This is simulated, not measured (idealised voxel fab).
Documented hereafter: the process module known as voxel transistor to metal.
Section shown: cut. Width: 295 nm. Cell size: 5 nm, square.
Each cross-section below is a grid of square cells, stated as bands in top-down order, with one or more rows of cells making up each band.
What a band's entry tells you: where the top is and where the bottom is, as heights in nm, and after that what lies inside, material by material from left to right, each with its width in nm. Empty space is written as the word "air", and a single material marked with the word "edge to edge" occupies the band from edge to edge.
All heights in this document are referenced to 0, defined as the level beneath which the wafer, as received, consists entirely of one material. The lowest band is not bounded below; it extends indefinitely downward and is written in the form "0 and below".
When a width is written as two numbers, as in "30 to 40", the first number is the width in the top row of cells of the band and the second is the width in its bottom row, and the width changes by the same amount from each row to the next.
The cross-section has no changed cell in any step marked "all unchanged".
Entry "Tabulated closed voids" = empty spaces >= 8 cells with no open way to the top; each as width x height at distance, distance from left edge, all nm.
If you see something after the settings on a step's line, that's the simulator's own remark about that step.
When a step includes a mask, the "overlay nm" setting on its line states how far to the right of its planned place that mask lay, and negative values state how far to the left.

### Here's what the planned process steps look like
1 RECEIVE with material Si
2 CONFORMAL_DEP with material SiO2, thk nm 5
3 CONFORMAL_DEP with material SiN, thk nm 15
4 PATTERN with tone cover, mask id ACTIVE, material resist, width nm 105, pitch nm 135, thk nm 15, overlay nm 0
5 DIRECTIONAL_ETCH with etch materials SiN, depth nm 15
6 DIRECTIONAL_ETCH with etch materials SiO2, depth nm 5
7 DIRECTIONAL_ETCH with etch materials Si, depth nm 30
8 STRIP with etch materials resist
9 OXIDIZE with depth nm 5
10 FILL_DEP with material SiO2, thk nm 10
11 CMP with height nm 20
12 SELECTIVE_ETCH with etch materials SiO2, depth nm 15
13 STRIP with etch materials SiN
14 SELECTIVE_ETCH with etch materials SiO2, depth nm 5
15 OXIDIZE with depth nm 5
16 DIRECTIONAL_DEP with material polySi, thk nm 25
17 DIRECTIONAL_DEP with material SiCN, thk nm 10
18 MASKED_ETCH with tone cover, mask id GATE, width nm 25, pitch nm 135, etch materials SiCN, depth nm 20, overlay nm 0
19 MASKED_ETCH with tone cover, mask id GATE, width nm 25, pitch nm 135, etch materials polySi, depth nm 35, overlay nm 0
20 CONFORMAL_DEP with material SiO2, thk nm 5
21 DIRECTIONAL_ETCH with etch materials SiO2, depth nm 5
22 CONFORMAL_DEP with material SiN, thk nm 10
23 DIRECTIONAL_ETCH with etch materials SiN, depth nm 10
24 DIRECTIONAL_ETCH with etch materials SiO2, depth nm 5
25 DIRECTIONAL_ETCH with etch materials Si, depth nm 15
26 EPI with material nSi, thk nm 15
27 FILL_DEP with material SiO2, thk nm 10
28 CMP with height nm 35
29 DIRECTIONAL_DEP with material SiO2, thk nm 15
30 DIRECTIONAL_DEP with material aC, thk nm 15
31 PATTERN with tone open, mask id CONTACT, material resist, width nm 30, thk nm 30, overlay nm 0
32 DIRECTIONAL_ETCH with etch materials aC, depth nm 15
33 STRIP with etch materials resist
34 DIRECTIONAL_ETCH with etch materials SiO2, depth nm 55
35 STRIP with etch materials aC
36 CONFORMAL_DEP with material TiN, thk nm 5
37 FILL_DEP with material W, thk nm 5
38 CMP with height nm 50
39 DIRECTIONAL_DEP with material TiN, thk nm 5
40 DIRECTIONAL_DEP with material Ru, thk nm 20
41 PATTERN with tone cover, mask id METAL_1, material resist, width nm 20, thk nm 20, overlay nm 0
42 DIRECTIONAL_ETCH with etch materials Ru, depth nm 20
43 DIRECTIONAL_ETCH with etch materials TiN, depth nm 5
44 STRIP with etch materials resist
45 CONFORMAL_DEP with material SiN, thk nm 5
46 FILL_DEP with material lowk, thk nm 5
47 CMP with height nm 75
48 CONFORMAL_DEP with material SiCN, thk nm 5
49 DIRECTIONAL_DEP with material lowk, thk nm 25
50 DIRECTIONAL_DEP with material aC, thk nm 15
51 PATTERN with tone open, mask id METAL_2, material resist, width nm 20, pitch nm 135, thk nm 35, overlay nm 0
52 DIRECTIONAL_ETCH with etch materials aC, depth nm 15
53 STRIP with etch materials resist
54 DIRECTIONAL_ETCH with etch materials lowk, depth nm 15
55 STRIP with etch materials aC
56 DIRECTIONAL_DEP with material aC, thk nm 10
57 PATTERN with tone open, mask id METAL_2_HOLES, material resist, width nm 15, pitch nm 135, thk nm 25, overlay nm 0
58 DIRECTIONAL_ETCH with etch materials aC, depth nm 10
59 STRIP with etch materials resist
60 DIRECTIONAL_ETCH with etch materials lowk, depth nm 10
61 DIRECTIONAL_ETCH with etch materials SiCN, depth nm 5
62 STRIP with etch materials aC
63 CONFORMAL_DEP with material TiN, thk nm 5
64 FILL_DEP with material Cu, thk nm 5
65 CMP with height nm 105
66 CONFORMAL_DEP with material SiCN, thk nm 5

### Cross-sectional view of the wafer in its as-received condition, corresponding to the state after step 1
* 0 and below = Si edge to edge
* Tabulated closed voids: none

### Module complete, cross-section. Starting point and plan per above. One mistake made in running the module
* 110 down to 105 = SiCN edge to edge
* 105 down to 95 = lowk=30, TiN=5, Cu=10, TiN=5, lowk=115, TiN=5, Cu=10, TiN=5, lowk=110
* 95 down to 90 = lowk=30, TiN=5, Cu=5, TiN=10, lowk=115, TiN=5, Cu=5, TiN=10, lowk=110
* 90 down to 80 = lowk=30, TiN=5, Cu=5, TiN=5, lowk=120, TiN=5, Cu=5, TiN=5, lowk=115
* 80 down to 75 = SiCN=30, TiN=15, SiCN=120, TiN=15, SiCN=115
* 75 down to 55 = lowk=25, SiN=5, Ru=20, SiN=5, lowk=45, SiN=5, Ru=20, SiN=5, lowk=30, SiN=5, Ru=20, SiN=5, lowk=45, SiN=5, Ru=20, SiN=5, lowk=30
* 55 down to 50 = SiN=30, TiN=20, SiN=55, TiN=20, SiN=40, TiN=20, SiN=55, TiN=20, SiN=35
* 50 down to 40 = SiO2=30, TiN=5, W=20, TiN=5, SiO2=35, TiN=5, W=20, TiN=5, SiO2=40, TiN=5, W=20, TiN=5, SiO2=35, TiN=5, W=20, TiN=5, SiO2=35
* 40 down to 35 = SiO2=30, TiN=5, W=10, TiN=15, SiO2=35, TiN=15, W=10, TiN=5, SiO2=40, TiN=5, W=10, TiN=15, SiO2=35, TiN=15, W=10, TiN=5, SiO2=35
* 35 down to 25 = SiO2=30, TiN=5, W=10, TiN=5, SiN=10, SiO2=5, SiCN=25, SiO2=5, SiN=10, TiN=5, W=10, TiN=5, SiO2=40, TiN=5, W=10, TiN=5, SiN=10, SiO2=5, SiCN=25, SiO2=5, SiN=10, TiN=5, W=10, TiN=5, SiO2=35
* 25 down to 0 = SiO2=30, TiN=5, W=10, TiN=5, SiN=10, SiO2=5, polySi=25, SiO2=5, SiN=10, TiN=5, W=10, TiN=5, SiO2=40, TiN=5, W=10, TiN=5, SiN=10, SiO2=5, polySi=25, SiO2=5, SiN=10, TiN=5, W=10, TiN=5, SiO2=35
* 0 down to -5 = SiO2=30, TiN=20, SiO2=55, TiN=20, SiO2=40, TiN=20, SiO2=55, TiN=20, SiO2=35
* -5 down to -20 = nSi=20, SiO2=115, nSi=20, SiO2=115, nSi=25
* -20 down to -35 = Si=20, SiO2=115, Si=20, SiO2=115, Si=25
* -35 and below = Si edge to edge
* Tabulated closed voids: none
What was the processing mistake? not per plan at step 4, really ran PATTERN with tone open, mask id ACTIVE, material resist, width nm 105, pitch nm 135, thk nm 15, overlay nm 0
